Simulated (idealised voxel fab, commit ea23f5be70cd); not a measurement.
Herein follows the process module entitled voxel lift off.
cross-section cut | 275 nm wide | cells 5 nm
Cross-section, as written here: a square-cell grid given band by band from the top down, where a band holds one or more rows of cells.
Top height, bottom height, nm. Materials left to right, width each, nm. Single material + "full width" = fills band edge to edge. "blank" = empty.
Beneath 0, the wafer as received is one material, and that level is where height counting begins. The lowest band goes on downward without a bottom; it is written like "top 0, no bottom".
Width: "30 to 40" (first number = top row, second number = bottom row, same change from row to row of cells).
Given "left unchanged" for a step, no cell of the cross-section differs between before and after that step.
Entry "Enclosed internal voids". Content: empty spaces with no open connection to the top, size 8 cells or greater. Each: width x height at distance. Distance: from left edge. Unit: nm.
Anything after a step's settings on that line? It's the simulator's own note about the step.
A step line may carry the setting "overlay nm", which, for steps involving a mask, states the distance by which the mask lay to the right of its intended position; negative values denote displacement to the left.

## Intended process steps
1. RECEIVE with material Si
2. CONFORMAL_DEP with material SiO2, thk nm 15
3. PATTERN with tone open, mask id LINES, material resist, width nm 30, pitch nm 60, thk nm 20, overlay nm 0
4. DIRECTIONAL_DEP with material Ru, thk nm 5
5. STRIP with etch materials resist
6. CONFORMAL_DEP with material SiCN, thk nm 5

## Of two wafers, the first: run according to plan

## So this is the incoming wafer in cross-section - it's already been through step 1
* top 0, no bottom | Si full width
* Enclosed internal voids: none

## Cross-section of the wafer after step 2
* top 15, bottom 0 | SiO2 full width
* Whatever lies below 0 is exactly as it was before.

## Cross-section of the wafer after step 3
* top 35, bottom 15 | 90 resist, then 30 blank, then 30 resist, then 30 blank, then 95 resist
* Whatever lies below 15 is exactly as it was before.

## Cross-section of the wafer after step 4
* top 40, bottom 35 | 90 Ru, then 30 blank, then 30 Ru, then 30 blank, then 95 Ru
* top 35, bottom 20 | 90 resist, then 30 blank, then 30 resist, then 30 blank, then 95 resist
* top 20, bottom 15 | 90 resist, then 30 Ru, then 30 resist, then 30 Ru, then 95 resist
* Whatever lies below 15 is exactly as it was before.

## Cross-section of the wafer after step 5
* top 20, bottom 15 | 90 blank, then 30 Ru, then 30 blank, then 30 Ru, then 95 blank
* Whatever lies below 15 is exactly as it was before.

## Cross-section of the wafer after step 6
* top 25, bottom 20 | 85 blank, then 40 SiCN, then 20 blank, then 40 SiCN, then 90 blank
* top 20, bottom 15 | 90 SiCN, then 30 Ru, then 30 SiCN, then 30 Ru, then 95 SiCN
* Whatever lies below 15 is exactly as it was before.

## It is to be noted that the second wafer proceeded from the same initial state and according to the same plan as the first, although one mistake was committed in its execution; through step 2, inclusive, the two wafers share an identical history

## Cross-sectional view of the second wafer at the intended end time of process step 3
* top 35, bottom 15 | 90 blank, then 30 resist, then 30 blank, then 30 resist, then 95 blank
* Whatever lies below 15 is exactly as it was before.

## Cross-sectional view of the second wafer at the intended end time of process step 4
* top 40, bottom 35 | 90 blank, then 30 Ru, then 30 blank, then 30 Ru, then 95 blank
* top 35, bottom 20 | 90 blank, then 30 resist, then 30 blank, then 30 resist, then 95 blank
* top 20, bottom 15 | 90 Ru, then 30 resist, then 30 Ru, then 30 resist, then 95 Ru
* Whatever lies below 15 is exactly as it was before.

## Cross-sectional view of the second wafer at the intended end time of process step 5
* top 20, bottom 15 | 90 Ru, then 30 blank, then 30 Ru, then 30 blank, then 95 Ru
* Whatever lies below 15 is exactly as it was before.

## Cross-sectional view of the second wafer at the intended end time of process step 6
* top 25, bottom 20 | 95 SiCN, then 20 blank, then 40 SiCN, then 20 blank, then 100 SiCN
* top 20, bottom 15 | 90 Ru, then 30 SiCN, then 30 Ru, then 30 SiCN, then 95 Ru
* Whatever lies below 15 is exactly as it was before.
Which mistake was made when the wafer was run? step 3 changed vs plan, executed as PATTERN with tone cover, mask id LINES, material resist, width nm 30, pitch nm 60, thk nm 20, overlay nm 0
Count the cells at the end and the second wafer has more or fewer of some materials than the first: +31 Ru
